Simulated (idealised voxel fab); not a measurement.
Herein follows the process module entitled voxel wiring stack.
We display cut, a cross-section 275 nm in width whose square cells are each 5 nm.
Cross-section = grid of square cells, listed top down in bands; band = one or more rows.
Each band's line starts with the height of the band's top and of its bottom, in nm. Then come its materials from left to right, each with its width in nm. One material with "edge to edge" fills the band from edge to edge. "empty" is empty space.
We count height from 0. Below that, the starting wafer is all one material. The lowest band never ends at the bottom but goes on down; see "0 -> down" for how that is written.
The two numbers in a width such as "30->40" mark its ends across the band: the first belongs to the top row of cells, the second to the bottom row, and from each row to the next the width moves by the same amount.
Where a step carries "no change occurred", the cross-section came out of it unchanged, cell for cell.
This entry, "Closed internal voids", enumerates those empty regions of no fewer than 8 cells that possess no open connection to the top. Each region is reported in the form width x height at distance, the distance being taken from the left edge, with all three quantities expressed in nm.
Step line, after settings: the simulator's comment on this step.
overlay nm: right-of-plan distance of the mask on a masked step; negative values mean left-of-plan.

Below is the list of planned process steps:
1,RECEIVE, material Si
2,CONFORMAL_DEP, material SiO2, thk nm 10
3,DIRECTIONAL_DEP, material TiN, thk nm 5
4,DIRECTIONAL_DEP, material W, thk nm 25
5,PATTERN, tone cover, mask id METAL_1, material resist, width nm 20, pitch nm 35, thk nm 15, overlay nm 0
6,DIRECTIONAL_ETCH, etch materials W, depth nm 25
7,DIRECTIONAL_ETCH, etch materials TiN, depth nm 5
8,STRIP, etch materials resist
9,FILL_DEP, material lowk, thk nm 5
10,CMP, height nm 40
11,CONFORMAL_DEP, material SiCN, thk nm 5
12,DIRECTIONAL_DEP, material SiO2, thk nm 15
13,PATTERN, tone open, mask id PLUG_1, material resist, width nm 15, pitch nm 70, thk nm 20, overlay nm 0
14,DIRECTIONAL_ETCH, etch materials SiO2, depth nm 15
15,DIRECTIONAL_ETCH, etch materials SiCN, depth nm 5
16,STRIP, etch materials resist
17,EPI, material Ru, thk nm 10
18,EPI, material Ru, thk nm 10
19,DIRECTIONAL_DEP, material TiN, thk nm 5
20,DIRECTIONAL_DEP, material W, thk nm 25
21,DIRECTIONAL_DEP, material aC, thk nm 15
22,PATTERN, tone cover, mask id METAL_2, material resist, width nm 20, pitch nm 35, thk nm 30, overlay nm 0
23,DIRECTIONAL_ETCH, etch materials aC, depth nm 15
24,STRIP, etch materials resist
25,DIRECTIONAL_ETCH, etch materials W, depth nm 25
26,DIRECTIONAL_ETCH, etch materials TiN, depth nm 5
27,STRIP, etch materials aC
28,FILL_DEP, material lowk, thk nm 5
29,CMP, height nm 90
30,CONFORMAL_DEP, material SiCN, thk nm 5
31,DIRECTIONAL_DEP, material SiO2, thk nm 10
32,DIRECTIONAL_DEP, material aC, thk nm 10
33,PATTERN, tone open, mask id PLUG_2, material resist, width nm 15, pitch nm 70, thk nm 25, overlay nm 0
34,DIRECTIONAL_ETCH, etch materials aC, depth nm 10
35,STRIP, etch materials resist
36,DIRECTIONAL_ETCH, etch materials SiO2, depth nm 10
37,DIRECTIONAL_ETCH, etch materials SiCN, depth nm 5
38,STRIP, etch materials aC
39,CONFORMAL_DEP, material TiN, thk nm 5
40,FILL_DEP, material Ru, thk nm 5
41,CMP, height nm 105
42,CONFORMAL_DEP, material SiN, thk nm 5
43,DIRECTIONAL_DEP, material SiO2, thk nm 15
44,PATTERN, tone open, mask id METAL_3, material resist, width nm 20, pitch nm 35, thk nm 20, overlay nm 0
45,DIRECTIONAL_ETCH, etch materials SiO2, depth nm 15
46,DIRECTIONAL_ETCH, etch materials SiN, depth nm 5
47,STRIP, etch materials resist
48,CONFORMAL_DEP, material TiN, thk nm 5
49,FILL_DEP, material Cu, thk nm 10
50,CMP, height nm 125
51,EPI, material Ru, thk nm 5
52,FILL_DEP, material SiCN, thk nm 5

Cross-section, incoming material, after step 1:
	0 -> down | Si edge to edge
	Closed internal voids: none

Cross-sectional result after module completion. Note: starting condition and plan are unchanged from above; one processing mistake was made:
	135 -> 130 | SiCN edge to edge
	130 -> 125 | SiCN 85; Ru 30; SiCN 5; Ru 30; SiCN 5; Ru 30; SiCN 90
	125 -> 110 | SiO2 90; TiN 5; Cu 10; TiN 5; SiO2 15; TiN 5; Cu 10; TiN 5; SiO2 15; TiN 5; Cu 10; TiN 5; SiO2 95
	110 -> 105 | SiN 90; TiN 20; SiN 15; TiN 20; SiN 15; TiN 20; SiN 95
	105 -> 95 | SiO2 90; TiN 5; Ru 5; TiN 5; SiO2 55; TiN 5; Ru 5; TiN 5; SiO2 100
	95 -> 90 | SiCN 90; TiN 15; SiCN 55; TiN 15; SiCN 100
	90 -> 70 | lowk 105; W 5; lowk 15; W 20; lowk 30; W 5; lowk 95
	70 -> 65 | lowk 90; W 20; lowk 15; W 20; lowk 15; W 20; lowk 95
	65 -> 60 | lowk 90; W 15; TiN 5; lowk 15; TiN 20; lowk 15; W 15; TiN 5; lowk 95
	60 -> 45 | SiO2 90; W 15; SiO2 55; W 15; SiO2 100
	45 -> 40 | SiCN 90; TiN 15; SiCN 55; TiN 15; SiCN 100
	40 -> 35 | lowk edge to edge
	35 -> 10 | lowk 90; W 20; lowk 15; W 20; lowk 15; W 20; lowk 95
	10 -> 0 | SiO2 edge to edge
	0 -> down | Si edge to edge
	Closed internal voids: none
what went wrong: step 3 of the plan was omitted and not executed
